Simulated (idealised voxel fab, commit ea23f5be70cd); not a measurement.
Module name: voxel spacer lines (process module)
For reference, the cross-section in this document is cut, with width 200 nm and square cells of 5 nm.
If you're reading a cross-section in this doc, picture square cells in a grid; it comes to you as bands, top ones listed first down to the bottom, and a band can be one or more rows of cells. Read a band's entry like this: the first values are the height of its top and the height of its bottom in nm, and what follows is the sequence of materials from left to right, each with its width in nm. Note that "blank" is empty space, and that a single material marked "throughout" reaches across the band from edge to edge. Heights are measured from 0, the level below which the as-received wafer is all one material; the lowest band has no bottom and continues downward, written as in "0..down". It should be noted that a width expressed as "30->40" varies in equal increments from row to row of cells within the band, taking the value of the first number at the top row and that of the second number at the bottom row. "remains unaltered" after a step means that no cell of the cross-section changed. Enclosed empty spaces: empty space of 8 cells or more with no open way to the top, each as width x height at its distance from the left edge, in nm. What comes after the settings on a step's line is commentary from the simulator itself on that step. overlay nm: right-of-plan distance of the mask on a masked step; negative values mean left-of-plan.

# plan
1,RECEIVE [material Si]
2,CONFORMAL_DEP [material Al2O3] [thk nm 5]
3,DIRECTIONAL_DEP [material TiN] [thk nm 20]
4,DIRECTIONAL_DEP [material polySi] [thk nm 20]
5,PATTERN [tone cover] [mask id MANDREL] [material resist] [width nm 20] [pitch nm 70] [thk nm 25] [overlay nm 0]
6,DIRECTIONAL_ETCH [etch materials polySi] [depth nm 20]
7,STRIP [etch materials resist]
8,CONFORMAL_DEP [material SiO2] [thk nm 15]
9,DIRECTIONAL_ETCH [etch materials SiO2] [depth nm 15]
10,STRIP [etch materials polySi]
11,DIRECTIONAL_ETCH [etch materials TiN] [depth nm 20]
12,STRIP [etch materials SiO2]

# Below: the first of two wafers, run as planned

# Step 1 complete: cross-section of the wafer as received
	0..down  Si throughout
	Enclosed empty spaces: none

# Cross-section: wafer state after step 2
	5..0  Al2O3 throughout
	Anything lower than 0 is untouched.

# Cross-section: wafer state after step 3
	25..5  TiN throughout
	Anything lower than 5 is untouched.

# Cross-section: wafer state after step 4
	45..25  polySi throughout
	Anything lower than 25 is untouched.

# Cross-section: wafer state after step 5
	70..45  blank 55 nm  resist 20 nm  blank 50 nm  resist 20 nm  blank 55 nm
	Anything lower than 45 is untouched.

# Cross-section: wafer state after step 6
	70..45  blank 55 nm  resist 20 nm  blank 50 nm  resist 20 nm  blank 55 nm
	45..25  blank 55 nm  polySi 20 nm  blank 50 nm  polySi 20 nm  blank 55 nm
	Anything lower than 25 is untouched.

# Cross-section: wafer state after step 7
	45..25  blank 55 nm  polySi 20 nm  blank 50 nm  polySi 20 nm  blank 55 nm
	Anything lower than 25 is untouched.

# Cross-section: wafer state after step 8
	60..45  blank 40 nm  SiO2 50 nm  blank 20 nm  SiO2 50 nm  blank 40 nm
	45..40  blank 40 nm  SiO2 15 nm  polySi 20 nm  SiO2 15 nm  blank 20 nm  SiO2 15 nm  polySi 20 nm  SiO2 15 nm  blank 40 nm
	40..25  SiO2 55 nm  polySi 20 nm  SiO2 50 nm  polySi 20 nm  SiO2 55 nm
	Anything lower than 25 is untouched.

# Cross-section: wafer state after step 9
	45..25  blank 40 nm  SiO2 15 nm  polySi 20 nm  SiO2 15 nm  blank 20 nm  SiO2 15 nm  polySi 20 nm  SiO2 15 nm  blank 40 nm
	Anything lower than 25 is untouched.

# Cross-section: wafer state after step 10
	45..25  blank 40 nm  SiO2 15 nm  blank 20 nm  SiO2 15 nm  blank 20 nm  SiO2 15 nm  blank 20 nm  SiO2 15 nm  blank 40 nm
	Anything lower than 25 is untouched.

# Cross-section: wafer state after step 11
	45..25  blank 40 nm  SiO2 15 nm  blank 20 nm  SiO2 15 nm  blank 20 nm  SiO2 15 nm  blank 20 nm  SiO2 15 nm  blank 40 nm
	25..5  blank 40 nm  TiN 15 nm  blank 20 nm  TiN 15 nm  blank 20 nm  TiN 15 nm  blank 20 nm  TiN 15 nm  blank 40 nm
	Anything lower than 5 is untouched.

# Cross-section: wafer state after step 12
	25..5  blank 40 nm  TiN 15 nm  blank 20 nm  TiN 15 nm  blank 20 nm  TiN 15 nm  blank 20 nm  TiN 15 nm  blank 40 nm
	Anything lower than 5 is untouched.

# Second wafer - shared start and plan with the first - one error in running - same as the first up to step 2 inclusive

# Second wafer, cut view, end of step 3 per plan
	20..5  TiN throughout
	Anything lower than 5 is untouched.

# Second wafer, cut view, end of step 4 per plan
	40..20  polySi throughout
	Anything lower than 20 is untouched.

# Second wafer, cut view, end of step 5 per plan
	65..40  blank 55 nm  resist 20 nm  blank 50 nm  resist 20 nm  blank 55 nm
	Anything lower than 40 is untouched.

# Second wafer, cut view, end of step 6 per plan
	65..40  blank 55 nm  resist 20 nm  blank 50 nm  resist 20 nm  blank 55 nm
	40..20  blank 55 nm  polySi 20 nm  blank 50 nm  polySi 20 nm  blank 55 nm
	Anything lower than 20 is untouched.

# Second wafer, cut view, end of step 7 per plan
	40..20  blank 55 nm  polySi 20 nm  blank 50 nm  polySi 20 nm  blank 55 nm
	Anything lower than 20 is untouched.

# Second wafer, cut view, end of step 8 per plan
	55..40  blank 40 nm  SiO2 50 nm  blank 20 nm  SiO2 50 nm  blank 40 nm
	40..35  blank 40 nm  SiO2 15 nm  polySi 20 nm  SiO2 15 nm  blank 20 nm  SiO2 15 nm  polySi 20 nm  SiO2 15 nm  blank 40 nm
	35..20  SiO2 55 nm  polySi 20 nm  SiO2 50 nm  polySi 20 nm  SiO2 55 nm
	Anything lower than 20 is untouched.

# Second wafer, cut view, end of step 9 per plan
	40..20  blank 40 nm  SiO2 15 nm  polySi 20 nm  SiO2 15 nm  blank 20 nm  SiO2 15 nm  polySi 20 nm  SiO2 15 nm  blank 40 nm
	Anything lower than 20 is untouched.

# Second wafer, cut view, end of step 10 per plan
	40..20  blank 40 nm  SiO2 15 nm  blank 20 nm  SiO2 15 nm  blank 20 nm  SiO2 15 nm  blank 20 nm  SiO2 15 nm  blank 40 nm
	Anything lower than 20 is untouched.

# Second wafer, cut view, end of step 11 per plan
	40..20  blank 40 nm  SiO2 15 nm  blank 20 nm  SiO2 15 nm  blank 20 nm  SiO2 15 nm  blank 20 nm  SiO2 15 nm  blank 40 nm
	20..5  blank 40 nm  TiN 15 nm  blank 20 nm  TiN 15 nm  blank 20 nm  TiN 15 nm  blank 20 nm  TiN 15 nm  blank 40 nm
	Anything lower than 5 is untouched.

# Second wafer, cut view, end of step 12 per plan
	20..5  blank 40 nm  TiN 15 nm  blank 20 nm  TiN 15 nm  blank 20 nm  TiN 15 nm  blank 20 nm  TiN 15 nm  blank 40 nm
	Anything lower than 5 is untouched.
Deviation from plan: step 3 did not happen as planned, as run it was DIRECTIONAL_DEP [material TiN] [thk nm 15]
End of process, cell counts, second wafer against first, materials with more or fewer: 12 fewer of TiN
